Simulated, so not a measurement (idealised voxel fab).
Process module in this document: voxel self aligned vias
275 nm wide, 5 nm square cells: that's cross-section cut.
Throughout this document, each cross-section is represented as a grid of square cells and is presented as a sequence of bands enumerated from the top downward, where a band comprises one or more rows of cells. Per band: top height and bottom height in nm, followed by the left-to-right materials and their widths in nm; "throughout" marks a single material spanning edge to edge, "blank" marks empty space. Below 0: as-received wafer, all one material; heights counted from there. Lowest band: no bottom, goes on down, written "0 and below". Note: "30 to 40" means the width goes from the first number (top row of the band) to the second number (bottom row) in equal steps per row of cells. "no change occurred" -> step changed no cross-section cell. Entry "Catalogued sealed voids". Content: empty spaces with no open connection to the top, size 8 cells or greater. Each: width x height at distance. Distance: from left edge. Unit: nm. Past the settings on a step's line: simulator remark, on that step. overlay nm: step with mask; distance mask lay right of planned place; negative value = left of planned place.

# Here's what the planned process steps look like
1. RECEIVE: material Si
2. CONFORMAL_DEP: material SiO2, thk nm 15
3. CONFORMAL_DEP: material SiCN, thk nm 5
4. DIRECTIONAL_DEP: material SiO2, thk nm 25
5. PATTERN: tone open, mask id LINES, material resist, width nm 25, pitch nm 75, thk nm 15, overlay nm 0
6. DIRECTIONAL_ETCH: etch materials SiO2, depth nm 25
7. STRIP: etch materials resist
8. CONFORMAL_DEP: material TiN, thk nm 5
9. FILL_DEP: material Ru, thk nm 10
10. CMP: height nm 45
11. SELECTIVE_ETCH: etch materials W Ru TiN, depth nm 10
12. FILL_DEP: material SiN, thk nm 5
13. CMP: height nm 45
14. DIRECTIONAL_DEP: material SiO2, thk nm 15
15. PATTERN: tone open, mask id VIAS, material resist, width nm 45, pitch nm 150, thk nm 20, overlay nm 0
16. DIRECTIONAL_ETCH: etch materials SiO2, depth nm 15
17. DIRECTIONAL_ETCH: etch materials SiN, depth nm 10
18. STRIP: etch materials resist
19. CONFORMAL_DEP: material TiN, thk nm 5
20. FILL_DEP: material W, thk nm 5
21. CMP: height nm 60
22. CONFORMAL_DEP: material SiN, thk nm 5

# The first of a set of two wafers, run to plan

# as received, after step 1
> 0 and below = Si throughout
> Catalogued sealed voids: none

# Cross-section of the wafer subsequent to step 2
> 15 down to 0 = SiO2 throughout
> Anything lower than 0 is untouched.

# Cross-section of the wafer subsequent to step 3
> 20 down to 15 = SiCN throughout
> Anything lower than 15 is untouched.

# Cross-section of the wafer subsequent to step 4
> 45 down to 20 = SiO2 throughout
> Anything lower than 20 is untouched.

# Cross-section of the wafer subsequent to step 5
> 60 down to 45 = 50 nm resist  25 nm blank  50 nm resist  25 nm blank  50 nm resist  25 nm blank  50 nm resist
> Anything lower than 45 is untouched.

# Cross-section of the wafer subsequent to step 6
> 60 down to 45 = 50 nm resist  25 nm blank  50 nm resist  25 nm blank  50 nm resist  25 nm blank  50 nm resist
> 45 down to 20 = 50 nm SiO2  25 nm blank  50 nm SiO2  25 nm blank  50 nm SiO2  25 nm blank  50 nm SiO2
> Anything lower than 20 is untouched.

# Cross-section of the wafer subsequent to step 7
> 45 down to 20 = 50 nm SiO2  25 nm blank  50 nm SiO2  25 nm blank  50 nm SiO2  25 nm blank  50 nm SiO2
> Anything lower than 20 is untouched.

# Cross-section of the wafer subsequent to step 8
> 50 down to 45 = 55 nm TiN  15 nm blank  60 nm TiN  15 nm blank  60 nm TiN  15 nm blank  55 nm TiN
> 45 down to 25 = 50 nm SiO2  5 nm TiN  15 nm blank  5 nm TiN  50 nm SiO2  5 nm TiN  15 nm blank  5 nm TiN  50 nm SiO2  5 nm TiN  15 nm blank  5 nm TiN  50 nm SiO2
> 25 down to 20 = 50 nm SiO2  25 nm TiN  50 nm SiO2  25 nm TiN  50 nm SiO2  25 nm TiN  50 nm SiO2
> Anything lower than 20 is untouched.

# Cross-section of the wafer subsequent to step 9
> 60 down to 50 = Ru throughout
> 50 down to 45 = 55 nm TiN  15 nm Ru  60 nm TiN  15 nm Ru  60 nm TiN  15 nm Ru  55 nm TiN
> 45 down to 25 = 50 nm SiO2  5 nm TiN  15 nm Ru  5 nm TiN  50 nm SiO2  5 nm TiN  15 nm Ru  5 nm TiN  50 nm SiO2  5 nm TiN  15 nm Ru  5 nm TiN  50 nm SiO2
> Anything lower than 25 is untouched.

# Cross-section of the wafer subsequent to step 10
> 45 down to 25 = 50 nm SiO2  5 nm TiN  15 nm Ru  5 nm TiN  50 nm SiO2  5 nm TiN  15 nm Ru  5 nm TiN  50 nm SiO2  5 nm TiN  15 nm Ru  5 nm TiN  50 nm SiO2
> Anything lower than 25 is untouched.

# Cross-section of the wafer subsequent to step 11
> 45 down to 35 = 50 nm SiO2  25 nm blank  50 nm SiO2  25 nm blank  50 nm SiO2  25 nm blank  50 nm SiO2
> Anything lower than 35 is untouched.

# Cross-section of the wafer subsequent to step 12
> 50 down to 45 = SiN throughout
> 45 down to 35 = 50 nm SiO2  25 nm SiN  50 nm SiO2  25 nm SiN  50 nm SiO2  25 nm SiN  50 nm SiO2
> Anything lower than 35 is untouched.

# Cross-section of the wafer subsequent to step 13
> 45 down to 35 = 50 nm SiO2  25 nm SiN  50 nm SiO2  25 nm SiN  50 nm SiO2  25 nm SiN  50 nm SiO2
> Anything lower than 35 is untouched.

# Cross-section of the wafer subsequent to step 14
> 60 down to 45 = SiO2 throughout
> Anything lower than 45 is untouched.

# Cross-section of the wafer subsequent to step 15
> 80 down to 60 = 40 nm resist  45 nm blank  105 nm resist  45 nm blank  40 nm resist
> Anything lower than 60 is untouched.

# Cross-section of the wafer subsequent to step 16
> 80 down to 60 = 40 nm resist  45 nm blank  105 nm resist  45 nm blank  40 nm resist
> 60 down to 45 = 40 nm SiO2  45 nm blank  105 nm SiO2  45 nm blank  40 nm SiO2
> Anything lower than 45 is untouched.

# Cross-section of the wafer subsequent to step 17
> 80 down to 60 = 40 nm resist  45 nm blank  105 nm resist  45 nm blank  40 nm resist
> 60 down to 45 = 40 nm SiO2  45 nm blank  105 nm SiO2  45 nm blank  40 nm SiO2
> 45 down to 35 = 50 nm SiO2  25 nm blank  50 nm SiO2  25 nm SiN  50 nm SiO2  25 nm blank  50 nm SiO2
> Anything lower than 35 is untouched.

# Cross-section of the wafer subsequent to step 18
> 60 down to 45 = 40 nm SiO2  45 nm blank  105 nm SiO2  45 nm blank  40 nm SiO2
> Anything lower than 45 is untouched.

# Cross-section of the wafer subsequent to step 19
> 65 down to 60 = 45 nm TiN  35 nm blank  115 nm TiN  35 nm blank  45 nm TiN
> 60 down to 50 = 40 nm SiO2  5 nm TiN  35 nm blank  5 nm TiN  105 nm SiO2  5 nm TiN  35 nm blank  5 nm TiN  40 nm SiO2
> 50 down to 45 = 40 nm SiO2  15 nm TiN  15 nm blank  15 nm TiN  105 nm SiO2  15 nm TiN  15 nm blank  15 nm TiN  40 nm SiO2
> 45 down to 40 = 50 nm SiO2  5 nm TiN  15 nm blank  5 nm TiN  50 nm SiO2  25 nm SiN  50 nm SiO2  5 nm TiN  15 nm blank  5 nm TiN  50 nm SiO2
> 40 down to 35 = 50 nm SiO2  25 nm TiN  50 nm SiO2  25 nm SiN  50 nm SiO2  25 nm TiN  50 nm SiO2
> Anything lower than 35 is untouched.

# Cross-section of the wafer subsequent to step 20
> 70 down to 65 = W throughout
> 65 down to 60 = 45 nm TiN  35 nm W  115 nm TiN  35 nm W  45 nm TiN
> 60 down to 50 = 40 nm SiO2  5 nm TiN  35 nm W  5 nm TiN  105 nm SiO2  5 nm TiN  35 nm W  5 nm TiN  40 nm SiO2
> 50 down to 45 = 40 nm SiO2  15 nm TiN  15 nm W  15 nm TiN  105 nm SiO2  15 nm TiN  15 nm W  15 nm TiN  40 nm SiO2
> 45 down to 40 = 50 nm SiO2  5 nm TiN  15 nm W  5 nm TiN  50 nm SiO2  25 nm SiN  50 nm SiO2  5 nm TiN  15 nm W  5 nm TiN  50 nm SiO2
> Anything lower than 40 is untouched.

# Cross-section of the wafer subsequent to step 21
> 60 down to 50 = 40 nm SiO2  5 nm TiN  35 nm W  5 nm TiN  105 nm SiO2  5 nm TiN  35 nm W  5 nm TiN  40 nm SiO2
> Anything lower than 50 is untouched.

# Cross-section of the wafer subsequent to step 22
> 65 down to 60 = SiN throughout
> Anything lower than 60 is untouched.

# Wafer two of the pair: same origin, same plan, one error during the run; identical to wafer one up to and including step 15

# Planned end of step 16: second wafer, cross-section
> 80 down to 60 = 40 nm resist  45 nm blank  105 nm resist  45 nm blank  40 nm resist
> 60 down to 45 = 40 nm SiO2  45 nm blank  105 nm SiO2  45 nm blank  40 nm SiO2
> 45 down to 35 = 40 nm SiO2  10 nm blank  25 nm SiN  10 nm blank  40 nm SiO2  25 nm SiN  40 nm SiO2  10 nm blank  25 nm SiN  10 nm blank  40 nm SiO2
> 35 down to 30 = 40 nm SiO2  10 nm blank  5 nm TiN  15 nm Ru  5 nm TiN  10 nm blank  40 nm SiO2  5 nm TiN  15 nm Ru  5 nm TiN  40 nm SiO2  10 nm blank  5 nm TiN  15 nm Ru  5 nm TiN  10 nm blank  40 nm SiO2
> Anything lower than 30 is untouched.

# Planned end of step 17: second wafer, cross-section
> 80 down to 60 = 40 nm resist  45 nm blank  105 nm resist  45 nm blank  40 nm resist
> 60 down to 45 = 40 nm SiO2  45 nm blank  105 nm SiO2  45 nm blank  40 nm SiO2
> 45 down to 35 = 40 nm SiO2  45 nm blank  40 nm SiO2  25 nm SiN  40 nm SiO2  45 nm blank  40 nm SiO2
> Anything lower than 35 is untouched.

# Planned end of step 18: second wafer, cross-section
> 60 down to 45 = 40 nm SiO2  45 nm blank  105 nm SiO2  45 nm blank  40 nm SiO2
> Anything lower than 45 is untouched.

# Planned end of step 19: second wafer, cross-section
> 65 down to 60 = 45 nm TiN  35 nm blank  115 nm TiN  35 nm blank  45 nm TiN
> 60 down to 45 = 40 nm SiO2  5 nm TiN  35 nm blank  5 nm TiN  105 nm SiO2  5 nm TiN  35 nm blank  5 nm TiN  40 nm SiO2
> 45 down to 40 = 40 nm SiO2  5 nm TiN  35 nm blank  5 nm TiN  40 nm SiO2  25 nm SiN  40 nm SiO2  5 nm TiN  35 nm blank  5 nm TiN  40 nm SiO2
> 40 down to 35 = 40 nm SiO2  45 nm TiN  40 nm SiO2  25 nm SiN  40 nm SiO2  45 nm TiN  40 nm SiO2
> 35 down to 25 = 40 to 50 nm SiO2  15 to 5 nm TiN  15 nm Ru  15 to 5 nm TiN  40 to 50 nm SiO2  5 nm TiN  15 nm Ru  5 nm TiN  40 to 50 nm SiO2  15 to 5 nm TiN  15 nm Ru  15 to 5 nm TiN  40 to 50 nm SiO2
> Anything lower than 25 is untouched.

# Planned end of step 20: second wafer, cross-section
> 70 down to 65 = W throughout
> 65 down to 60 = 45 nm TiN  35 nm W  115 nm TiN  35 nm W  45 nm TiN
> 60 down to 45 = 40 nm SiO2  5 nm TiN  35 nm W  5 nm TiN  105 nm SiO2  5 nm TiN  35 nm W  5 nm TiN  40 nm SiO2
> 45 down to 40 = 40 nm SiO2  5 nm TiN  35 nm W  5 nm TiN  40 nm SiO2  25 nm SiN  40 nm SiO2  5 nm TiN  35 nm W  5 nm TiN  40 nm SiO2
> Anything lower than 40 is untouched.

# Planned end of step 21: second wafer, cross-section
> 60 down to 45 = 40 nm SiO2  5 nm TiN  35 nm W  5 nm TiN  105 nm SiO2  5 nm TiN  35 nm W  5 nm TiN  40 nm SiO2
> Anything lower than 45 is untouched.

# Planned end of step 22: second wafer, cross-section
> 65 down to 60 = SiN throughout
> Anything lower than 60 is untouched.
The mistake made against the process plan was this: heads up, step 16 of the plan got done twice
Wafer comparison, final, in cells, second relative to first, materials more or fewer: SiO2: 24 fewer, TiN: 8 more, W: 16 more
